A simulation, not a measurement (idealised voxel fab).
process module | voxel ribs on slabs
cross-section cut | 250 nm wide | cells 5 nm
A cross-section is a grid of square cells, given in bands from the top down. A band is one or more rows of cells.
Each band's line starts with the height of the band's top and of its bottom, in nm. Then come its materials from left to right, each with its width in nm. One material with "throughout" fills the band from edge to edge. "air" is empty space.
Height 0 is the level under which the wafer as received is all one material. The lowest band goes on downwards, as in "0 down".
A width such as "30 to 40" changes by the same amount from each row of cells to the next, from the band's top row to its bottom row.
"no change" after a step means that no cell of the cross-section changed.
closed voids: empty space of 8 cells or more with no open way to the top, each as width x height at its distance from the left edge, in nm
after a step's settings: what the simulator itself notes on the step
overlay nm, on a step with a mask: how far to the right of its planned place the mask lay; to the left if negative
plan
1 op RECEIVE | material Si
2 op DIRECTIONAL_DEP | material SiO2 | thk nm 30
3 op DIRECTIONAL_DEP | material SiN | thk nm 15
4 op PATTERN | tone cover | mask id RIB | material resist | width nm 25 | thk nm 15 | overlay nm 0
5 op DIRECTIONAL_ETCH | etch materials SiN | depth nm 5
6 op STRIP | etch materials resist
7 op MASKED_ETCH | tone cover | mask id SLAB | width nm 55 | etch materials SiN | depth nm 10 | overlay nm 0
8 op FILL_DEP | material SiO2 | thk nm 20
9 op CMP | height nm 60
10 op DIRECTIONAL_DEP | material W | thk nm 5
11 op MASKED_ETCH | tone cover | mask id HEATER | width nm 25 | etch materials W | depth nm 5 | overlay nm 0
12 op CONFORMAL_DEP | material SiN | thk nm 10
varied across the wafers: width nm of step 11. The plan shows the first wafer's value. All wafers start alike
first wafer as received, after step 1
  0 down: Si throughout
  closed voids: none
each wafer at the end: cells of each material gained (+) or lost (-) since it was received, then its closed voids
width nm 25 | +131 SiN | +573 SiO2 | +5 W | closed voids: none
width nm 30 | +131 SiN | +573 SiO2 | +6 W | closed voids: none
width nm 35 | +131 SiN | +573 SiO2 | +7 W | closed voids: none
width nm 40 | +131 SiN | +573 SiO2 | +8 W | closed voids: none
width nm 45 | +131 SiN | +573 SiO2 | +9 W | closed voids: none
width nm 50 | +131 SiN | +573 SiO2 | +10 W | closed voids: none
